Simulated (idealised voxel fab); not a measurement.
process module | voxel transistor to metal
cross-section cut | 260 nm wide | cells 5 nm
A cross-section is a grid of square cells, given in bands from the top down. A band is one or more rows of cells.
Each band's line starts with the height of the band's top and of its bottom, in nm. Then come its materials from left to right, each with its width in nm. One material with "throughout" fills the band from edge to edge. "air" is empty space.
Height 0 is the level under which the wafer as received is all one material. The lowest band goes on downwards, as in "0 down".
A width such as "30 to 40" changes by the same amount from each row of cells to the next, from the band's top row to its bottom row.
"no change" after a step means that no cell of the cross-section changed.
closed voids: empty space of 8 cells or more with no open way to the top, each as width x height at its distance from the left edge, in nm
after a step's settings: what the simulator itself notes on the step
overlay nm, on a step with a mask: how far to the right of its planned place the mask lay; to the left if negative
plan
1 op RECEIVE | material Si
2 op CONFORMAL_DEP | material SiO2 | thk nm 5
3 op CONFORMAL_DEP | material SiN | thk nm 10
4 op DIRECTIONAL_DEP | material aC | thk nm 10
5 op PATTERN | tone cover | mask id ACTIVE | material resist | width nm 100 | pitch nm 130 | thk nm 30 | overlay nm 0
6 op DIRECTIONAL_ETCH | etch materials aC | depth nm 10
7 op STRIP | etch materials resist
8 op DIRECTIONAL_ETCH | etch materials SiN | depth nm 10
9 op DIRECTIONAL_ETCH | etch materials SiO2 | depth nm 5
10 op DIRECTIONAL_ETCH | etch materials Si | depth nm 25
11 op STRIP | etch materials aC
12 op OXIDIZE | depth nm 5
13 op FILL_DEP | material SiO2 | thk nm 5
14 op CMP | height nm 15
15 op SELECTIVE_ETCH | etch materials SiO2 | depth nm 10
16 op STRIP | etch materials SiN
17 op SELECTIVE_ETCH | etch materials SiO2 | depth nm 5
18 op OXIDIZE | depth nm 5
19 op DIRECTIONAL_DEP | material polySi | thk nm 30
20 op DIRECTIONAL_DEP | material SiCN | thk nm 15
21 op PATTERN | tone cover | mask id GATE | material resist | width nm 20 | pitch nm 130 | thk nm 15 | overlay nm 0
22 op DIRECTIONAL_ETCH | etch materials SiCN | depth nm 25
23 op DIRECTIONAL_ETCH | etch materials polySi | depth nm 40
24 op STRIP | etch materials resist
25 op CONFORMAL_DEP | material SiO2 | thk nm 5
26 op DIRECTIONAL_ETCH | etch materials SiO2 | depth nm 5
27 op CONFORMAL_DEP | material SiN | thk nm 10
28 op DIRECTIONAL_ETCH | etch materials SiN | depth nm 10
29 op DIRECTIONAL_ETCH | etch materials SiO2 | depth nm 5
30 op DIRECTIONAL_ETCH | etch materials Si | depth nm 15
31 op EPI | material pSi | thk nm 20
32 op FILL_DEP | material SiO2 | thk nm 10
33 op CMP | height nm 45
34 op DIRECTIONAL_DEP | material SiO2 | thk nm 10
35 op PATTERN | tone open | mask id CONTACT | material resist | width nm 15 | pitch nm 65 | thk nm 15 | overlay nm 0
36 op DIRECTIONAL_ETCH | etch materials SiO2 | depth nm 40
37 op STRIP | etch materials resist
38 op CONFORMAL_DEP | material TiN | thk nm 5
39 op FILL_DEP | material Ru | thk nm 5
40 op CMP | height nm 55
41 op CONFORMAL_DEP | material SiCN | thk nm 5
42 op DIRECTIONAL_DEP | material lowk | thk nm 15
43 op DIRECTIONAL_DEP | material aC | thk nm 15
44 op PATTERN | tone open | mask id METAL_1 | material resist | width nm 15 | pitch nm 65 | thk nm 30 | overlay nm 0
45 op DIRECTIONAL_ETCH | etch materials aC | depth nm 15
46 op STRIP | etch materials resist
47 op DIRECTIONAL_ETCH | etch materials lowk | depth nm 15
48 op DIRECTIONAL_ETCH | etch materials SiCN | depth nm 5
49 op STRIP | etch materials aC
50 op CONFORMAL_DEP | material TiN | thk nm 5
51 op FILL_DEP | material W | thk nm 10
52 op CMP | height nm 75
53 op EPI | material Ru | thk nm 5
54 op FILL_DEP | material SiCN | thk nm 5
as received, after step 1
  0 down: Si throughout
  closed voids: none
first wafer at the end, as planned
  85 to 80: SiCN throughout
  80 to 75: SiCN 20 | Ru 25 | SiCN 40 | Ru 25 | SiCN 40 | Ru 25 | SiCN 40 | Ru 25 | SiCN 20
  75 to 60: lowk 25 | TiN 5 | W 5 | TiN 5 | lowk 50 | TiN 5 | W 5 | TiN 5 | lowk 50 | TiN 5 | W 5 | TiN 5 | lowk 50 | TiN 5 | W 5 | TiN 5 | lowk 25
  60 to 55: SiCN 25 | TiN 15 | SiCN 50 | TiN 15 | SiCN 50 | TiN 15 | SiCN 50 | TiN 15 | SiCN 25
  55 to 45: SiO2 25 | TiN 5 | Ru 5 | TiN 5 | SiO2 50 | TiN 5 | Ru 5 | TiN 5 | SiO2 50 | TiN 5 | Ru 5 | TiN 5 | SiO2 50 | TiN 5 | Ru 5 | TiN 5 | SiO2 25
  45 to 30: SiO2 25 | TiN 5 | Ru 5 | TiN 5 | SiN 10 | SiO2 5 | SiCN 20 | SiO2 5 | SiN 10 | TiN 5 | Ru 5 | TiN 5 | SiO2 50 | TiN 5 | Ru 5 | TiN 5 | SiN 10 | SiO2 5 | SiCN 20 | SiO2 5 | SiN 10 | TiN 5 | Ru 5 | TiN 5 | SiO2 25
  30 to 20: SiO2 25 | TiN 5 | Ru 5 | TiN 5 | SiN 10 | SiO2 5 | polySi 20 | SiO2 5 | SiN 10 | TiN 5 | Ru 5 | TiN 5 | SiO2 50 | TiN 5 | Ru 5 | TiN 5 | SiN 10 | SiO2 5 | polySi 20 | SiO2 5 | SiN 10 | TiN 5 | Ru 5 | TiN 5 | SiO2 25
  20 to 15: SiO2 25 | TiN 15 | SiN 10 | SiO2 5 | polySi 20 | SiO2 5 | SiN 10 | TiN 15 | SiO2 50 | TiN 15 | SiN 10 | SiO2 5 | polySi 20 | SiO2 5 | SiN 10 | TiN 15 | SiO2 25
  15 to 0: SiO2 20 | pSi 20 | SiN 10 | SiO2 5 | polySi 20 | SiO2 5 | SiN 10 | pSi 20 | SiO2 40 | pSi 20 | SiN 10 | SiO2 5 | polySi 20 | SiO2 5 | SiN 10 | pSi 20 | SiO2 20
  0 to -5: SiO2 15 | pSi 25 | SiO2 50 | pSi 25 | SiO2 30 | pSi 25 | SiO2 50 | pSi 25 | SiO2 15
  -5 to -20: SiO2 20 | pSi 20 | Si 50 | pSi 20 | SiO2 40 | pSi 20 | Si 50 | pSi 20 | SiO2 20
  -20 to -30: SiO2 20 | Si 90 | SiO2 40 | Si 90 | SiO2 20
  -30 down: Si throughout
  closed voids: none
second wafer at the end: like start, like plan, one mistake
  85 to 80: SiCN throughout
  80 to 75: SiCN 30 | Ru 25 | SiCN 40 | Ru 25 | SiCN 40 | Ru 25 | SiCN 40 | Ru 25 | SiCN 10
  75 to 60: lowk 35 | TiN 5 | W 5 | TiN 5 | lowk 50 | TiN 5 | W 5 | TiN 5 | lowk 50 | TiN 5 | W 5 | TiN 5 | lowk 50 | TiN 5 | W 5 | TiN 5 | lowk 15
  60 to 55: SiCN 35 | TiN 15 | SiCN 50 | TiN 15 | SiCN 50 | TiN 15 | SiCN 50 | TiN 15 | SiCN 15
  55 to 45: SiO2 25 | TiN 5 | Ru 5 | TiN 5 | SiO2 50 | TiN 5 | Ru 5 | TiN 5 | SiO2 50 | TiN 5 | Ru 5 | TiN 5 | SiO2 50 | TiN 5 | Ru 5 | TiN 5 | SiO2 25
  45 to 30: SiO2 25 | TiN 5 | Ru 5 | TiN 5 | SiN 10 | SiO2 5 | SiCN 20 | SiO2 5 | SiN 10 | TiN 5 | Ru 5 | TiN 5 | SiO2 50 | TiN 5 | Ru 5 | TiN 5 | SiN 10 | SiO2 5 | SiCN 20 | SiO2 5 | SiN 10 | TiN 5 | Ru 5 | TiN 5 | SiO2 25
  30 to 20: SiO2 25 | TiN 5 | Ru 5 | TiN 5 | SiN 10 | SiO2 5 | polySi 20 | SiO2 5 | SiN 10 | TiN 5 | Ru 5 | TiN 5 | SiO2 50 | TiN 5 | Ru 5 | TiN 5 | SiN 10 | SiO2 5 | polySi 20 | SiO2 5 | SiN 10 | TiN 5 | Ru 5 | TiN 5 | SiO2 25
  20 to 15: SiO2 25 | TiN 15 | SiN 10 | SiO2 5 | polySi 20 | SiO2 5 | SiN 10 | TiN 15 | SiO2 50 | TiN 15 | SiN 10 | SiO2 5 | polySi 20 | SiO2 5 | SiN 10 | TiN 15 | SiO2 25
  15 to 0: SiO2 20 | pSi 20 | SiN 10 | SiO2 5 | polySi 20 | SiO2 5 | SiN 10 | pSi 20 | SiO2 40 | pSi 20 | SiN 10 | SiO2 5 | polySi 20 | SiO2 5 | SiN 10 | pSi 20 | SiO2 20
  0 to -5: SiO2 15 | pSi 25 | SiO2 50 | pSi 25 | SiO2 30 | pSi 25 | SiO2 50 | pSi 25 | SiO2 15
  -5 to -20: SiO2 20 | pSi 20 | Si 50 | pSi 20 | SiO2 40 | pSi 20 | Si 50 | pSi 20 | SiO2 20
  -20 to -30: SiO2 20 | Si 90 | SiO2 40 | Si 90 | SiO2 20
  -30 down: Si throughout
  closed voids: none
what went wrong: step 44 ran as: op PATTERN | tone open | mask id METAL_1 | material resist | width nm 15 | pitch nm 65 | thk nm 30 | overlay nm 10
at the end the second wafer has, in cells: as many of each material as the first, in other places
